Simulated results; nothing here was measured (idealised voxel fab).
You're looking at the process module voxel self aligned vias.
Cross-section cut spans 140 nm and uses square cells 5 nm in size.
In this document a cross-section is written as a grid of square cells. It is given as a series of bands, listed from the top down, and a band is one or more rows of cells. It is stipulated that each band's entry specify, in nanometres, the height of the top of the band and then that of its bottom, followed by the materials of the band in left-to-right sequence, each together with its width in nanometres. A single material marked by the word "all across" is understood to fill the band from edge to edge; the word "blank" is understood to denote empty space. Below 0: as-received wafer, all one material; heights counted from there. Lowest band: no bottom, goes on down, written "0 -> down". Read "30..40" as a graded width: first number on top, second number at the bottom, same change between each pair of neighbouring rows. Basically "changes: none" means that step didn't change any cell in the cross-section. Voids not open to the top, 8 cells minimum: see "Voids, enclosed". Written width x height at distance; distance is from the left edge; nm. On a step's line, text after the settings is the simulator commenting on that step. overlay nm: step with mask; distance mask lay right of planned place; negative value = left of planned place.
### plan
- 1: RECEIVE,material Si
- 2: CONFORMAL_DEP,material SiO2,thk nm 10
- 3: CONFORMAL_DEP,material SiCN,thk nm 5
- 4: DIRECTIONAL_DEP,material lowk,thk nm 30
- 5: PATTERN,tone open,mask id LINES,material resist,width nm 20,pitch nm 45,thk nm 20,overlay nm -15
- 6: DIRECTIONAL_ETCH,etch materials lowk,depth nm 30
- 7: STRIP,etch materials resist
- 8: CONFORMAL_DEP,material TiN,thk nm 5
- 9: FILL_DEP,material W,thk nm 10
- 10: CMP,height nm 45
- 11: SELECTIVE_ETCH,etch materials W Ru TiN,depth nm 10
- 12: FILL_DEP,material SiN,thk nm 5
- 13: CMP,height nm 45
- 14: DIRECTIONAL_DEP,material lowk,thk nm 20
- 15: DIRECTIONAL_DEP,material aC,thk nm 10
- 16: PATTERN,tone open,mask id VIAS,material resist,width nm 30,pitch nm 45,thk nm 25,overlay nm 0
- 17: DIRECTIONAL_ETCH,etch materials aC,depth nm 10
- 18: STRIP,etch materials resist
- 19: DIRECTIONAL_ETCH,etch materials lowk,depth nm 20
- 20: DIRECTIONAL_ETCH,etch materials SiN,depth nm 10
- 21: STRIP,etch materials aC
- 22: CONFORMAL_DEP,material TiN,thk nm 5
- 23: FILL_DEP,material Cu,thk nm 10
- 24: CMP,height nm 65
- 25: CONFORMAL_DEP,material SiCN,thk nm 5
Every wafer here starts from the same state; it is the step 5 overlay nm that distinguishes them, and the value the plan gives belongs to the first wafer.
### First of several wafers, received after step 1, in cross-section
* 0 -> down: Si all across
* Voids, enclosed: none
### Per-wafer rows below. For each material: cells gained (+) or lost (-) since the wafer was received, as of end of module. Then: closed voids
overlay nm -15, +24 Cu, +56 SiCN, +8 SiN, +56 SiO2, +52 TiN, +12 W, +184 lowk, Voids, enclosed: none
overlay nm -10, +28 Cu, +56 SiCN, +4 SiN, +56 SiO2, +52 TiN, +12 W, +184 lowk, Voids, enclosed: none
overlay nm -5, +32 Cu, +56 SiCN, +56 SiO2, +52 TiN, +12 W, +184 lowk, Voids, enclosed: none
overlay nm 0, +32 Cu, +56 SiCN, +56 SiO2, +52 TiN, +12 W, +184 lowk, Voids, enclosed: none
overlay nm 5, +32 Cu, +56 SiCN, +56 SiO2, +52 TiN, +12 W, +184 lowk, Voids, enclosed: none
overlay nm 10, +28 Cu, +56 SiCN, +4 SiN, +56 SiO2, +52 TiN, +12 W, +184 lowk, Voids, enclosed: none
overlay nm 15, +24 Cu, +56 SiCN, +8 SiN, +56 SiO2, +52 TiN, +12 W, +184 lowk, Voids, enclosed: none
